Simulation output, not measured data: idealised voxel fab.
Name of the process module below: voxel self aligned vias
In the cross-section labelled cut, the width is 290 nm and each square cell is 5 nm.
Bands, listed from the top down, are how a cross-section gets written in this document; the cross-section itself is a grid of square cells, and a band is one or more rows of them.
Top height, bottom height, nm. Materials left to right, width each, nm. Single material + "everywhere" = fills band edge to edge. "air" = empty.
Height reference: 0 = level under which incoming wafer is all one material. Lowest band: no bottom, runs on downward, e.g. "z 0 and below".
When a width is written as two numbers, as in "30..40", the first number is the width in the top row of cells of the band and the second is the width in its bottom row, and the width changes by the same amount from each row to the next.
"remains unaltered" -> step changed no cross-section cell.
The entry titled "Sealed void listing" provides the empty spaces that have no open way to the top, restricted to those of 8 cells or more. Each is presented as width x height at distance, the distance being measured from the left edge, with all three in nm.
That trailing text on a step's line, after the settings, is the simulator's own remark on the step.
You can add "overlay nm" to a step's line. For a step with a mask, it describes how far the mask lay to the right of its planned position, and a negative number describes a lay to the left.
Listed below are the process steps as planned:
1 RECEIVE, material Si
2 CONFORMAL_DEP, material SiO2, thk nm 15
3 CONFORMAL_DEP, material SiCN, thk nm 5
4 DIRECTIONAL_DEP, material SiO2, thk nm 20
5 PATTERN, tone open, mask id LINES, material resist, width nm 25, pitch nm 55, thk nm 15, overlay nm 0
6 DIRECTIONAL_ETCH, etch materials SiO2, depth nm 20
7 STRIP, etch materials resist
8 CONFORMAL_DEP, material TiN, thk nm 5
9 FILL_DEP, material Ru, thk nm 5
10 CMP, height nm 40
11 SELECTIVE_ETCH, etch materials W Ru TiN, depth nm 10
12 FILL_DEP, material SiN, thk nm 10
13 CMP, height nm 40
14 DIRECTIONAL_DEP, material SiO2, thk nm 15
15 DIRECTIONAL_DEP, material aC, thk nm 15
16 PATTERN, tone open, mask id VIAS, material resist, width nm 35, pitch nm 55, thk nm 35, overlay nm 0
17 DIRECTIONAL_ETCH, etch materials aC, depth nm 15
18 STRIP, etch materials resist
19 DIRECTIONAL_ETCH, etch materials SiO2, depth nm 15
20 DIRECTIONAL_ETCH, etch materials SiN, depth nm 10
21 STRIP, etch materials aC
22 CONFORMAL_DEP, material TiN, thk nm 5
23 FILL_DEP, material Ru, thk nm 5
24 CMP, height nm 55
25 CONFORMAL_DEP, material SiCN, thk nm 5
The cross-section here shows the wafer as received, i.e. in its state after step 1:
* z 0 and below = Si everywhere
* Sealed void listing: none
Post-module cross-section: identical start and plan to those above, one misstep in execution:
* z 60 to 55 = SiCN everywhere
* z 55 to 45 = SiO2: 100  aC: 5  Ru: 25  aC: 5  SiO2: 20  aC: 5  Ru: 25  aC: 5  SiO2: 100
* z 45 to 35 = SiO2: 100..105  aC: 10..5  Ru: 15  aC: 10..5  SiO2: 20..30  aC: 10..5  Ru: 15  aC: 10..5  SiO2: 100..105
* z 35 to 30 = SiO2: 105  aC: 25  SiO2: 30  aC: 25  SiO2: 105
* z 30 to 25 = SiO2: 105  TiN: 5  Ru: 15  TiN: 5  SiO2: 30  TiN: 5  Ru: 15  TiN: 5  SiO2: 105
* z 25 to 20 = SiO2: 105  TiN: 25  SiO2: 30  TiN: 25  SiO2: 105
* z 20 to 15 = SiCN everywhere
* z 15 to 0 = SiO2 everywhere
* z 0 and below = Si everywhere
* Sealed void listing: none
what went wrong: contrary to plan, step 22 was performed as CONFORMAL_DEP, material aC, thk nm 5
